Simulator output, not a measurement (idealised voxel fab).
The process module that follows is named voxel gate over fins.
In the cross-section labelled cut, the width is 165 nm and each square cell is 5 nm.
Square cells in a grid make up a cross-section in this document, and the grid is given as bands, listed from the top down, each one or more rows of cells. The band entry comprises the height of the band's top followed by the height of its bottom, expressed in nm, and subsequently the band's materials from left to right, each stated together with its width in nm. Where a single material is marked with the word "throughout", that material fills the band from edge to edge. The word "air" represents empty space. Note: height 0 marks the level under which the wafer is uniformly one material as received. Lowest band unbounded below, written "from 0 down". The width entry "30 to 40" should be interpreted row by row: the top row of cells in the band takes the first number, the bottom row takes the second number, and the change between adjacent rows is uniform throughout. Any step labelled "remains unaltered" changed none of the cells in the cross-section. "Closed cavity list": sealed empty spaces, 8 cells or more, no open way to top, listed width x height at distance, with distance from the left edge and width, height and distance in nm. On each step's line, the part that comes after the settings is the simulator's own comment on the step. The "overlay nm" setting may appear on a step's line; for a step that uses a mask, it gives how far to the right of its planned position the mask lay, and a negative value indicates the left.

Listed below are the process steps as planned
- 1: RECEIVE with material Si
- 2: CONFORMAL_DEP with material SiN, thk nm 5
- 3: PATTERN with tone cover, mask id FINS, material resist, width nm 15, pitch nm 45, thk nm 20, overlay nm 0
- 4: DIRECTIONAL_ETCH with etch materials SiN, depth nm 5
- 5: DIRECTIONAL_ETCH with etch materials Si, depth nm 30
- 6: STRIP with etch materials resist
- 7: FILL_DEP with material SiO2, thk nm 15
- 8: CMP with height nm 5
- 9: SELECTIVE_ETCH with etch materials SiO2, depth nm 20
- 10: STRIP with etch materials SiN
- 11: CONFORMAL_DEP with material HfO2, thk nm 5
- 12: CONFORMAL_DEP with material TiN, thk nm 5
- 13: CONFORMAL_DEP with material TiAl, thk nm 5
- 14: CONFORMAL_DEP with material TiN, thk nm 5
- 15: FILL_DEP with material W, thk nm 10
- 16: CMP with height nm 25
- 17: CONFORMAL_DEP with material SiCN, thk nm 10

Received-state cross-section, reflecting completion of step 1
* from 0 down  Si throughout
* Closed cavity list: none

Look at the cross-section after the module: the wafer started out the way shown above and the plan was the one shown above, yet one mistake was made along the way
* from 35 to 25  SiCN throughout
* from 25 to 20  W throughout
* from 20 to 15  W (30), TiN (100), W (35)
* from 15 to 10  W (30), TiN (5), TiAl (90), TiN (5), W (35)
* from 10 to 5  W (30), TiN (5), TiAl (5), HfO2 (35), TiAl (10), HfO2 (35), TiAl (5), TiN (5), W (35)
* from 5 to 0  TiN (35), TiAl (5), HfO2 (5), TiN (25), HfO2 (5), TiAl (10), HfO2 (5), TiN (25), HfO2 (5), TiAl (5), TiN (40)
* from 0 to -5  TiAl (40), HfO2 (5), TiN (5), Si (15), TiN (5), HfO2 (5), TiAl (10), HfO2 (5), TiN (5), Si (15), TiN (5), HfO2 (5), TiAl (45)
* from -5 to -10  HfO2 (45), TiN (5), Si (15), TiN (5), HfO2 (20), TiN (5), Si (15), TiN (5), HfO2 (50)
* from -10 to -15  TiN (50), Si (15), TiN (30), Si (15), TiN (55)
* from -15 to -30  SiO2 (50), Si (15), SiO2 (30), Si (15), SiO2 (55)
* from -30 down  Si throughout
* Closed cavity list: none
The mistake made against the process plan was this: contrary to the plan, steps 11 and 12 were processed in exchanged order
